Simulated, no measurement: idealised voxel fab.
The name of this process module is voxel self aligned contacts.
170 nm wide, 5 nm square cells: that's cross-section cut.
For the purposes of this document, a cross-section shall be understood as a grid of square cells, specified as bands listed in top-to-bottom order, each band consisting of one or more rows of cells. Each band's line starts with the height of the band's top and of its bottom, in nm. Then come its materials from left to right, each with its width in nm. One material with "everywhere" fills the band from edge to edge. "air" is empty space. The reference from which all heights are counted is 0, the level beneath which the as-received wafer is entirely one material; the lowest band, having no lower bound, proceeds downward and is written after the example "from 0 down". The width entry "30..40" should be interpreted row by row: the top row of cells in the band takes the first number, the bottom row takes the second number, and the change between adjacent rows is uniform throughout. The cross-section has no changed cell in any step marked "nothing got changed". You'll see "Closed cavities" listing empty spaces that have no way open to the top, as long as they're 8 cells or more; the notation is width x height at distance, where the distance is from the left edge, and all of it is in nm. On a step's line, text after the settings is the simulator commenting on that step. overlay nm, on a step with a mask: how far to the right of its planned place the mask lay; to the left if negative.

# The steps planned for the process are as follows
step 1: RECEIVE, material Si
step 2: CONFORMAL_DEP, material SiO2, thk nm 5
step 3: DIRECTIONAL_DEP, material polySi, thk nm 30
step 4: DIRECTIONAL_DEP, material SiN, thk nm 15
step 5: DIRECTIONAL_DEP, material aC, thk nm 10
step 6: PATTERN, tone cover, mask id GATE, material resist, width nm 25, pitch nm 55, thk nm 30, overlay nm 0
step 7: DIRECTIONAL_ETCH, etch materials aC, depth nm 10
step 8: STRIP, etch materials resist
step 9: DIRECTIONAL_ETCH, etch materials SiN, depth nm 15
step 10: DIRECTIONAL_ETCH, etch materials polySi, depth nm 30
step 11: STRIP, etch materials aC
step 12: CONFORMAL_DEP, material SiN, thk nm 5
step 13: DIRECTIONAL_ETCH, etch materials SiN, depth nm 5
step 14: FILL_DEP, material SiO2, thk nm 20
step 15: CMP, height nm 60
step 16: MASKED_ETCH, tone open, mask id CONTACT, width nm 40, pitch nm 55, etch materials SiO2, depth nm 60, overlay nm 0
step 17: CONFORMAL_DEP, material TiN, thk nm 5
step 18: FILL_DEP, material W, thk nm 10
step 19: CMP, height nm 60
step 20: CONFORMAL_DEP, material SiCN, thk nm 5

# The following pertains to the first of two wafers, which was processed as planned

# Received-state cross-section, reflecting completion of step 1
  from 0 down  Si everywhere
  Closed cavities: none

# after step 2
  from 5 to 0  SiO2 everywhere
  Below a height of 0, the structure has not been altered.

# after step 3
  from 35 to 5  polySi everywhere
  Below a height of 5, the structure has not been altered.

# after step 4
  from 50 to 35  SiN everywhere
  Below a height of 35, the structure has not been altered.

# after step 5
  from 60 to 50  aC everywhere
  Below a height of 50, the structure has not been altered.

# after step 6
  from 90 to 60  air=15  resist=25  air=30  resist=25  air=30  resist=25  air=20
  Below a height of 60, the structure has not been altered.

# after step 7
  from 80 to 60  air=15  resist=25  air=30  resist=25  air=30  resist=25  air=20
  from 60 to 50  air=15  aC=25  air=30  aC=25  air=30  aC=25  air=20
  Below a height of 50, the structure has not been altered.

# after step 8
  from 60 to 50  air=15  aC=25  air=30  aC=25  air=30  aC=25  air=20
  Below a height of 50, the structure has not been altered.

# after step 9
  from 60 to 50  air=15  aC=25  air=30  aC=25  air=30  aC=25  air=20
  from 50 to 35  air=15  SiN=25  air=30  SiN=25  air=30  SiN=25  air=20
  Below a height of 35, the structure has not been altered.

# after step 10
  from 60 to 50  air=15  aC=25  air=30  aC=25  air=30  aC=25  air=20
  from 50 to 35  air=15  SiN=25  air=30  SiN=25  air=30  SiN=25  air=20
  from 35 to 5  air=15  polySi=25  air=30  polySi=25  air=30  polySi=25  air=20
  Below a height of 5, the structure has not been altered.

# after step 11
  from 50 to 35  air=15  SiN=25  air=30  SiN=25  air=30  SiN=25  air=20
  Below a height of 35, the structure has not been altered.

# after step 12
  from 55 to 35  air=10  SiN=35  air=20  SiN=35  air=20  SiN=35  air=15
  from 35 to 10  air=10  SiN=5  polySi=25  SiN=5  air=20  SiN=5  polySi=25  SiN=5  air=20  SiN=5  polySi=25  SiN=5  air=15
  from 10 to 5  SiN=15  polySi=25  SiN=30  polySi=25  SiN=30  polySi=25  SiN=20
  Below a height of 5, the structure has not been altered.

# after step 13
  from 50 to 35  air=10  SiN=35  air=20  SiN=35  air=20  SiN=35  air=15
  from 35 to 5  air=10  SiN=5  polySi=25  SiN=5  air=20  SiN=5  polySi=25  SiN=5  air=20  SiN=5  polySi=25  SiN=5  air=15
  Below a height of 5, the structure has not been altered.

# after step 14
  from 70 to 50  SiO2 everywhere
  from 50 to 35  SiO2=10  SiN=35  SiO2=20  SiN=35  SiO2=20  SiN=35  SiO2=15
  from 35 to 5  SiO2=10  SiN=5  polySi=25  SiN=5  SiO2=20  SiN=5  polySi=25  SiN=5  SiO2=20  SiN=5  polySi=25  SiN=5  SiO2=15
  Below a height of 5, the structure has not been altered.

# after step 15
  from 60 to 50  SiO2 everywhere
  Below a height of 50, the structure has not been altered.

# after step 16
  from 60 to 50  SiO2=35  air=40  SiO2=15  air=40  SiO2=40
  from 50 to 35  SiO2=10  SiN=35  air=20  SiN=35  air=20  SiN=35  SiO2=15
  from 35 to 5  SiO2=10  SiN=5  polySi=25  SiN=5  air=20  SiN=5  polySi=25  SiN=5  air=20  SiN=5  polySi=25  SiN=5  SiO2=15
  from 5 to 0  SiO2=45  air=20  SiO2=35  air=20  SiO2=50
  Below a height of 0, the structure has not been altered.

# after step 17
  from 65 to 60  TiN=40  air=30  TiN=25  air=30  TiN=45
  from 60 to 50  SiO2=35  TiN=5..15  air=30..10  TiN=5..15  SiO2=15  TiN=5..15  air=30..10  TiN=5..15  SiO2=40
  from 50 to 35  SiO2=10  SiN=35  TiN=5  air=10  TiN=5  SiN=35  TiN=5  air=10  TiN=5  SiN=35  SiO2=15
  from 35 to 5  SiO2=10  SiN=5  polySi=25  SiN=5  TiN=5  air=10  TiN=5  SiN=5  polySi=25  SiN=5  TiN=5  air=10  TiN=5  SiN=5  polySi=25  SiN=5  SiO2=15
  from 5 to 0  SiO2=45  TiN=20  SiO2=35  TiN=20  SiO2=50
  Below a height of 0, the structure has not been altered.

# after step 18
  from 75 to 65  W everywhere
  from 65 to 60  TiN=40  W=30  TiN=25  W=30  TiN=45
  from 60 to 50  SiO2=35  TiN=5..15  W=30..10  TiN=5..15  SiO2=15  TiN=5..15  W=30..10  TiN=5..15  SiO2=40
  from 50 to 35  SiO2=10  SiN=35  TiN=5  W=10  TiN=5  SiN=35  TiN=5  W=10  TiN=5  SiN=35  SiO2=15
  from 35 to 5  SiO2=10  SiN=5  polySi=25  SiN=5  TiN=5  W=10  TiN=5  SiN=5  polySi=25  SiN=5  TiN=5  W=10  TiN=5  SiN=5  polySi=25  SiN=5  SiO2=15
  Below a height of 5, the structure has not been altered.

# after step 19
  from 60 to 50  SiO2=35  TiN=5..15  W=30..10  TiN=5..15  SiO2=15  TiN=5..15  W=30..10  TiN=5..15  SiO2=40
  Below a height of 50, the structure has not been altered.

# after step 20
  from 65 to 60  SiCN everywhere
  Below a height of 60, the structure has not been altered.

# Wafer two: like wafer one in start and plan, but with one mistake in execution; identical up to and including step 2

# Cross-sectional representation of the second wafer at the time designated in the plan for the completion of step 3
  from 65 to 5  polySi everywhere
  Below a height of 5, the structure has not been altered.

# Cross-sectional representation of the second wafer at the time designated in the plan for the completion of step 4
  from 80 to 65  SiN everywhere
  Below a height of 65, the structure has not been altered.

# Cross-sectional representation of the second wafer at the time designated in the plan for the completion of step 5
  from 90 to 80  aC everywhere
  Below a height of 80, the structure has not been altered.

# Cross-sectional representation of the second wafer at the time designated in the plan for the completion of step 6
  from 120 to 90  air=15  resist=25  air=30  resist=25  air=30  resist=25  air=20
  Below a height of 90, the structure has not been altered.

# Cross-sectional representation of the second wafer at the time designated in the plan for the completion of step 7
  from 110 to 90  air=15  resist=25  air=30  resist=25  air=30  resist=25  air=20
  from 90 to 80  air=15  aC=25  air=30  aC=25  air=30  aC=25  air=20
  Below a height of 80, the structure has not been altered.

# Cross-sectional representation of the second wafer at the time designated in the plan for the completion of step 8
  from 90 to 80  air=15  aC=25  air=30  aC=25  air=30  aC=25  air=20
  Below a height of 80, the structure has not been altered.

# Cross-sectional representation of the second wafer at the time designated in the plan for the completion of step 9
  from 90 to 80  air=15  aC=25  air=30  aC=25  air=30  aC=25  air=20
  from 80 to 65  air=15  SiN=25  air=30  SiN=25  air=30  SiN=25  air=20
  Below a height of 65, the structure has not been altered.

# Cross-sectional representation of the second wafer at the time designated in the plan for the completion of step 10
  from 90 to 80  air=15  aC=25  air=30  aC=25  air=30  aC=25  air=20
  from 80 to 65  air=15  SiN=25  air=30  SiN=25  air=30  SiN=25  air=20
  from 65 to 35  air=15  polySi=25  air=30  polySi=25  air=30  polySi=25  air=20
  Below a height of 35, the structure has not been altered.

# Cross-sectional representation of the second wafer at the time designated in the plan for the completion of step 11
  from 80 to 65  air=15  SiN=25  air=30  SiN=25  air=30  SiN=25  air=20
  Below a height of 65, the structure has not been altered.

# Cross-sectional representation of the second wafer at the time designated in the plan for the completion of step 12
  from 85 to 65  air=10  SiN=35  air=20  SiN=35  air=20  SiN=35  air=15
  from 65 to 40  air=10  SiN=5  polySi=25  SiN=5  air=20  SiN=5  polySi=25  SiN=5  air=20  SiN=5  polySi=25  SiN=5  air=15
  from 40 to 35  SiN=15  polySi=25  SiN=30  polySi=25  SiN=30  polySi=25  SiN=20
  Below a height of 35, the structure has not been altered.

# Cross-sectional representation of the second wafer at the time designated in the plan for the completion of step 13
  from 80 to 65  air=10  SiN=35  air=20  SiN=35  air=20  SiN=35  air=15
  from 65 to 35  air=10  SiN=5  polySi=25  SiN=5  air=20  SiN=5  polySi=25  SiN=5  air=20  SiN=5  polySi=25  SiN=5  air=15
  Below a height of 35, the structure has not been altered.

# Cross-sectional representation of the second wafer at the time designated in the plan for the completion of step 14
  from 100 to 80  SiO2 everywhere
  from 80 to 65  SiO2=10  SiN=35  SiO2=20  SiN=35  SiO2=20  SiN=35  SiO2=15
  from 65 to 35  SiO2=10  SiN=5  polySi=25  SiN=5  SiO2=20  SiN=5  polySi=25  SiN=5  SiO2=20  SiN=5  polySi=25  SiN=5  SiO2=15
  Below a height of 35, the structure has not been altered.

# Cross-sectional representation of the second wafer at the time designated in the plan for the completion of step 15
  from 60 to 35  SiO2=10  SiN=5  polySi=25  SiN=5  SiO2=20  SiN=5  polySi=25  SiN=5  SiO2=20  SiN=5  polySi=25  SiN=5  SiO2=15
  Below a height of 35, the structure has not been altered.

# Cross-sectional representation of the second wafer at the time designated in the plan for the completion of step 16
  from 60 to 35  SiO2=10  SiN=5  polySi=25  SiN=5  air=20  SiN=5  polySi=25  SiN=5  air=20  SiN=5  polySi=25  SiN=5  SiO2=15
  Below a height of 35, the structure has not been altered.

# Cross-sectional representation of the second wafer at the time designated in the plan for the completion of step 17
  from 65 to 60  TiN=50  air=10  TiN=45  air=10  TiN=55
  from 60 to 40  SiO2=10  SiN=5  polySi=25  SiN=5  TiN=5  air=10  TiN=5  SiN=5  polySi=25  SiN=5  TiN=5  air=10  TiN=5  SiN=5  polySi=25  SiN=5  SiO2=15
  from 40 to 35  SiO2=10  SiN=5  polySi=25  SiN=5  TiN=20  SiN=5  polySi=25  SiN=5  TiN=20  SiN=5  polySi=25  SiN=5  SiO2=15
  Below a height of 35, the structure has not been altered.

# Cross-sectional representation of the second wafer at the time designated in the plan for the completion of step 18
  from 75 to 65  W everywhere
  from 65 to 60  TiN=50  W=10  TiN=45  W=10  TiN=55
  from 60 to 40  SiO2=10  SiN=5  polySi=25  SiN=5  TiN=5  W=10  TiN=5  SiN=5  polySi=25  SiN=5  TiN=5  W=10  TiN=5  SiN=5  polySi=25  SiN=5  SiO2=15
  Below a height of 40, the structure has not been altered.

# Cross-sectional representation of the second wafer at the time designated in the plan for the completion of step 19
  from 60 to 40  SiO2=10  SiN=5  polySi=25  SiN=5  TiN=5  W=10  TiN=5  SiN=5  polySi=25  SiN=5  TiN=5  W=10  TiN=5  SiN=5  polySi=25  SiN=5  SiO2=15
  Below a height of 40, the structure has not been altered.

# Cross-sectional representation of the second wafer at the time designated in the plan for the completion of step 20
  from 65 to 60  SiCN everywhere
  Below a height of 60, the structure has not been altered.
Misprocessing identified: step 3 of the plan was executed twice over
Final tally in cells, some materials are higher or lower on the second wafer than on the first: -69 SiN | -48 SiO2 | -36 TiN | -36 W | +189 polySi
